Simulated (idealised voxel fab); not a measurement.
Herein follows the process module entitled voxel capacitor over wiring.
Cross-section cut: width 270 nm, square cells of 5 nm.
When this document writes out a cross-section, it uses a grid of square cells and lists it as bands, beginning at the top and moving down, with a band standing for one or more rows of cells. Look at the band entry: it leads with the top's height and the bottom's height in nm. Then it lists the materials left to right, with a width in nm for each. The word "all across" on a single material says that material fills the band edge to edge. The word "blank" is empty space. Convention: height 0 is the level below which the wafer, as received, is all one material. The lowest band does not terminate at the bottom but continues downward, represented as "from 0 down". You'd read "30..40" like this: the band's top row of cells is as wide as the first number, its bottom row is as wide as the second, and going down, every row changes width by the same amount as the row before did. Where a step carries "remained unchanged", the cross-section came out of it unchanged, cell for cell. "Enclosed internal voids" specifies each empty space that is not open to the top and that occupies no fewer than 8 cells, using the form width x height at distance, the distance measured from the left edge and all three quantities in nm. Whatever follows a step's settings on its line is a remark the simulator itself makes about that step. overlay nm: on a step with a mask, how far right of its planned place the mask lay; negative means left.

These are the steps we planned for the process
1. RECEIVE, material Si
2. CONFORMAL_DEP, material SiO2, thk nm 15
3. CONFORMAL_DEP, material SiCN, thk nm 5
4. DIRECTIONAL_DEP, material lowk, thk nm 15
5. PATTERN, tone open, mask id METAL_1, material resist, width nm 25, pitch nm 95, thk nm 15, overlay nm 0
6. DIRECTIONAL_ETCH, etch materials lowk, depth nm 15
7. DIRECTIONAL_ETCH, etch materials SiCN, depth nm 5
8. STRIP, etch materials resist
9. CONFORMAL_DEP, material TiN, thk nm 5
10. FILL_DEP, material W, thk nm 10
11. CMP, height nm 35
12. EPI, material Ru, thk nm 5
13. FILL_DEP, material SiCN, thk nm 5
14. DIRECTIONAL_DEP, material SiO2, thk nm 15
15. MASKED_ETCH, tone open, mask id PLUG_1, width nm 15, etch materials SiO2, depth nm 15, overlay nm 0
16. MASKED_ETCH, tone open, mask id PLUG_1, width nm 15, etch materials SiCN, depth nm 5, overlay nm 0
17. EPI, material Ru, thk nm 10
18. EPI, material Ru, thk nm 10
19. DIRECTIONAL_DEP, material TiN, thk nm 5
20. DIRECTIONAL_DEP, material SiN, thk nm 5
21. DIRECTIONAL_DEP, material TiN, thk nm 10
22. MASKED_ETCH, tone cover, mask id UPPER_PLATE, width nm 75, etch materials TiN, depth nm 10, overlay nm 0
23. MASKED_ETCH, tone cover, mask id UPPER_PLATE, width nm 75, etch materials SiN, depth nm 5, overlay nm 0
24. DIRECTIONAL_DEP, material aC, thk nm 10
25. PATTERN, tone cover, mask id LOWER_PLATE, material resist, width nm 85, thk nm 25, overlay nm 0
26. DIRECTIONAL_ETCH, etch materials aC, depth nm 10
27. STRIP, etch materials resist
28. DIRECTIONAL_ETCH, etch materials TiN, depth nm 5
29. STRIP, etch materials aC
30. FILL_DEP, material SiO2, thk nm 20
31. CMP, height nm 95
32. PATTERN, tone open, mask id PLUG_2, material resist, width nm 15, thk nm 20, overlay nm 0
33. DIRECTIONAL_ETCH, etch materials SiO2, depth nm 15
34. STRIP, etch materials resist
35. CONFORMAL_DEP, material TiN, thk nm 5
36. FILL_DEP, material W, thk nm 10
37. CMP, height nm 95
38. CONFORMAL_DEP, material SiCN, thk nm 5

Cross-section: wafer on arrival = after step 1
from 0 down | Si all across
Enclosed internal voids: none

The first of the two wafers as seen in cross-section once the module was finished; processing followed the plan
from 100 to 95 | SiCN all across
from 95 to 85 | SiO2=95, TiN=5, W=5, TiN=5, SiO2=160
from 85 to 80 | SiO2=95, TiN=15, SiO2=160
from 80 to 70 | SiO2=85, TiN=75, SiO2=110
from 70 to 65 | SiO2=85, SiN=75, SiO2=110
from 65 to 60 | SiO2=80, TiN=85, SiO2=105
from 60 to 45 | SiO2=85, Ru=15, SiO2=170
from 45 to 40 | SiCN=85, Ru=15, SiCN=170
from 40 to 35 | SiCN=70, Ru=35, SiCN=60, Ru=35, SiCN=70
from 35 to 20 | lowk=75, TiN=5, W=15, TiN=5, lowk=70, TiN=5, W=15, TiN=5, lowk=75
from 20 to 15 | SiCN=75, TiN=25, SiCN=70, TiN=25, SiCN=75
from 15 to 0 | SiO2 all across
from 0 down | Si all across
Enclosed internal voids: none

Cross-section, wafer two of two, end of module: same start and plan as wafer one, one error in execution
from 100 to 95 | SiCN all across
from 95 to 85 | SiO2=95, TiN=5, W=5, TiN=5, SiO2=160
from 85 to 80 | SiO2=95, TiN=15, SiO2=160
from 80 to 70 | SiO2=85, TiN=75, SiO2=110
from 70 to 65 | SiO2=85, SiN=75, SiO2=110
from 65 to 60 | SiO2=80, TiN=85, SiO2=105
from 60 to 45 | SiO2=85, Ru=15, SiO2=170
from 45 to 40 | SiCN=85, Ru=15, SiCN=170
from 40 to 35 | Ru=80, SiCN=15, Ru=80, SiCN=15, Ru=80
from 35 to 20 | W=70, TiN=5, lowk=25, TiN=5, W=60, TiN=5, lowk=25, TiN=5, W=70
from 20 to 15 | TiN=75, SiCN=25, TiN=70, SiCN=25, TiN=75
from 15 to 0 | SiO2 all across
from 0 down | Si all across
Enclosed internal voids: none
The mistake made against the process plan was this: step 5 was processed under conditions differing from the plan, specifically as PATTERN, tone cover, mask id METAL_1, material resist, width nm 25, pitch nm 95, thk nm 15, overlay nm 0
The closing comparison, in cells, has the second wafer with more or fewer of some materials than the first: 34 more of Ru, 68 fewer of SiCN, 34 more of TiN, 102 more of W, 102 fewer of lowk
